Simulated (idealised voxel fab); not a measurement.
process module | voxel transistor to metal
cross-section cut | 300 nm wide | cells 5 nm
A cross-section is a grid of square cells, given in bands from the top down. A band is one or more rows of cells.
Each band's line starts with the height of the band's top and of its bottom, in nm. Then come its materials from left to right, each with its width in nm. One material with "throughout" fills the band from edge to edge. "air" is empty space.
Height 0 is the level under which the wafer as received is all one material. The lowest band goes on downwards, as in "0 down".
A width such as "30 to 40" changes by the same amount from each row of cells to the next, from the band's top row to its bottom row.
"no change" after a step means that no cell of the cross-section changed.
closed voids: empty space of 8 cells or more with no open way to the top, each as width x height at its distance from the left edge, in nm
after a step's settings: what the simulator itself notes on the step
overlay nm, on a step with a mask: how far to the right of its planned place the mask lay; to the left if negative
plan
1 op RECEIVE | material Si
2 op OXIDIZE | depth nm 5
3 op CONFORMAL_DEP | material SiN | thk nm 15
4 op MASKED_ETCH | tone cover | mask id ACTIVE | width nm 105 | pitch nm 125 | etch materials SiN | depth nm 15 | overlay nm 0
5 op MASKED_ETCH | tone cover | mask id ACTIVE | width nm 105 | pitch nm 125 | etch materials SiO2 | depth nm 5 | overlay nm 0
6 op MASKED_ETCH | tone cover | mask id ACTIVE | width nm 105 | pitch nm 125 | etch materials Si | depth nm 35 | overlay nm 0
7 op FILL_DEP | material SiO2 | thk nm 5
8 op CMP | height nm 15
9 op SELECTIVE_ETCH | etch materials SiO2 | depth nm 15
10 op STRIP | etch materials SiN
11 op SELECTIVE_ETCH | etch materials SiO2 | depth nm 5
12 op OXIDIZE | depth nm 5
13 op DIRECTIONAL_DEP | material polySi | thk nm 20
14 op DIRECTIONAL_DEP | material SiCN | thk nm 15
15 op MASKED_ETCH | tone cover | mask id GATE | width nm 25 | pitch nm 125 | etch materials SiCN | depth nm 25 | overlay nm 0
16 op MASKED_ETCH | tone cover | mask id GATE | width nm 25 | pitch nm 125 | etch materials polySi | depth nm 30 | overlay nm 0
17 op CONFORMAL_DEP | material SiN | thk nm 10
18 op DIRECTIONAL_ETCH | etch materials SiN | depth nm 10
19 op DIRECTIONAL_ETCH | etch materials SiO2 | depth nm 5
20 op DIRECTIONAL_ETCH | etch materials Si | depth nm 15
21 op EPI | material pSi | thk nm 20
22 op FILL_DEP | material SiO2 | thk nm 10
23 op CMP | height nm 30
24 op DIRECTIONAL_DEP | material SiO2 | thk nm 15
25 op PATTERN | tone open | mask id CONTACT | material resist | width nm 15 | thk nm 15 | overlay nm 0
26 op DIRECTIONAL_ETCH | etch materials SiO2 | depth nm 35
27 op STRIP | etch materials resist
28 op CONFORMAL_DEP | material TiN | thk nm 5
29 op FILL_DEP | material Ru | thk nm 10
30 op CMP | height nm 45
31 op CONFORMAL_DEP | material SiCN | thk nm 5
32 op DIRECTIONAL_DEP | material lowk | thk nm 20
33 op DIRECTIONAL_DEP | material aC | thk nm 10
34 op PATTERN | tone open | mask id METAL_1 | material resist | width nm 15 | thk nm 25 | overlay nm 0
35 op DIRECTIONAL_ETCH | etch materials aC | depth nm 10
36 op STRIP | etch materials resist
37 op DIRECTIONAL_ETCH | etch materials lowk | depth nm 20
38 op DIRECTIONAL_ETCH | etch materials SiCN | depth nm 5
39 op STRIP | etch materials aC
40 op CONFORMAL_DEP | material TiN | thk nm 5
41 op FILL_DEP | material W | thk nm 10
42 op CMP | height nm 70
43 op CONFORMAL_DEP | material SiN | thk nm 5
as received, after step 1
  0 down: Si throughout
  closed voids: none
a wafer at the end: this start, this plan, one mistake
  75 to 70: SiN throughout
  70 to 50: lowk 45 | TiN 5 | W 5 | TiN 5 | lowk 55 | TiN 5 | W 5 | TiN 5 | lowk 40 | TiN 5 | W 5 | TiN 5 | lowk 55 | TiN 5 | W 5 | TiN 5 | lowk 45
  50 to 45: SiCN 45 | TiN 15 | SiCN 55 | TiN 15 | SiCN 40 | TiN 15 | SiCN 55 | TiN 15 | SiCN 45
  45 to 30: SiO2 45 | TiN 5 | Ru 5 | TiN 5 | SiO2 55 | TiN 5 | Ru 5 | TiN 5 | SiO2 40 | TiN 5 | Ru 5 | TiN 5 | SiO2 55 | TiN 5 | Ru 5 | TiN 5 | SiO2 45
  30 to 20: SiO2 45 | TiN 5 | Ru 5 | TiN 5 | SiO2 5 | SiN 10 | SiCN 25 | SiN 10 | SiO2 5 | TiN 5 | Ru 5 | TiN 5 | SiO2 40 | TiN 5 | Ru 5 | TiN 5 | SiO2 5 | SiN 10 | SiCN 25 | SiN 10 | SiO2 5 | TiN 5 | Ru 5 | TiN 5 | SiO2 45
  20 to 15: SiO2 45 | TiN 15 | SiO2 5 | SiN 10 | polySi 25 | SiN 10 | SiO2 5 | TiN 15 | SiO2 40 | TiN 15 | SiO2 5 | SiN 10 | polySi 25 | SiN 10 | SiO2 5 | TiN 15 | SiO2 45
  15 to 10: SiO2 45 | pSi 20 | SiN 10 | polySi 25 | SiN 10 | pSi 20 | SiO2 40 | pSi 20 | SiN 10 | polySi 25 | SiN 10 | pSi 20 | SiO2 45
  10 to 0: SiO2 30 | pSi 35 | SiN 10 | polySi 25 | SiN 10 | pSi 35 | SiO2 10 | pSi 35 | SiN 10 | polySi 25 | SiN 10 | pSi 35 | SiO2 30
  0 to -5: SiO2 30 | SiN 10 | pSi 25 | SiO2 45 | pSi 25 | SiN 10 | SiO2 10 | SiN 10 | pSi 25 | SiO2 45 | pSi 25 | SiN 10 | SiO2 30
  -5 to -10: SiO2 45 | pSi 20 | Si 45 | pSi 20 | SiO2 40 | pSi 20 | Si 45 | pSi 20 | SiO2 45
  -10 to -20: SiO2 35 | Si 10 | pSi 20 | Si 45 | pSi 20 | Si 10 | SiO2 20 | Si 10 | pSi 20 | Si 45 | pSi 20 | Si 10 | SiO2 35
  -20 to -40: SiO2 35 | Si 105 | SiO2 20 | Si 105 | SiO2 35
  -40 down: Si throughout
  closed voids: none
what went wrong: steps 10 and 11 were swapped
